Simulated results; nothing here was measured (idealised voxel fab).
process module | voxel released beams
cross-section cut | 140 nm wide | cells 5 nm
A cross-section is a grid of square cells, given in bands from the top down. A band is one or more rows of cells.
Each band's line starts with the height of the band's top and of its bottom, in nm. Then come its materials from left to right, each with its width in nm. One material with "throughout" fills the band from edge to edge. "air" is empty space.
Height 0 is the level under which the wafer as received is all one material. The lowest band goes on downwards, as in "0 down".
A width such as "30 to 40" changes by the same amount from each row of cells to the next, from the band's top row to its bottom row.
"no change" after a step means that no cell of the cross-section changed.
closed voids: empty space of 8 cells or more with no open way to the top, each as width x height at its distance from the left edge, in nm
after a step's settings: what the simulator itself notes on the step
overlay nm, on a step with a mask: how far to the right of its planned place the mask lay; to the left if negative
plan
1 op RECEIVE | material Si
2 op CONFORMAL_DEP | material Al2O3 | thk nm 10
3 op DIRECTIONAL_DEP | material SiO2 | thk nm 20
4 op DIRECTIONAL_DEP | material aC | thk nm 10
5 op PATTERN | tone open | mask id ANCHOR | material resist | width nm 35 | thk nm 25 | overlay nm 0
6 op DIRECTIONAL_ETCH | etch materials aC | depth nm 10
7 op STRIP | etch materials resist
8 op DIRECTIONAL_ETCH | etch materials SiO2 | depth nm 20
9 op STRIP | etch materials aC
10 op CONFORMAL_DEP | material W | thk nm 15
11 op MASKED_ETCH | tone cover | mask id BEAM | width nm 105 | etch materials W | depth nm 15 | overlay nm 0
12 op STRIP | etch materials SiO2
as received, after step 1
  0 down: Si throughout
  closed voids: none
first wafer at the end, as planned
  45 to 30: air 15 | W 20 | air 5 | W 80 | air 20
  30 to 25: air 20 | W 15 | air 5 | W 15 | air 85
  25 to 10: air 20 | W 35 | air 85
  10 to 0: Al2O3 throughout
  0 down: Si throughout
  closed voids: none
second wafer at the end: like start, like plan, one mistake
  35 to 20: air 15 | W 20 | air 5 | W 80 | air 20
  20 to 15: air 20 | W 15 | air 5 | W 15 | air 85
  15 to 0: air 20 | W 35 | air 85
  0 down: Si throughout
  closed voids: none
what went wrong: step 2 was left out
at the end the second wafer has, in cells: 56 fewer of Al2O3
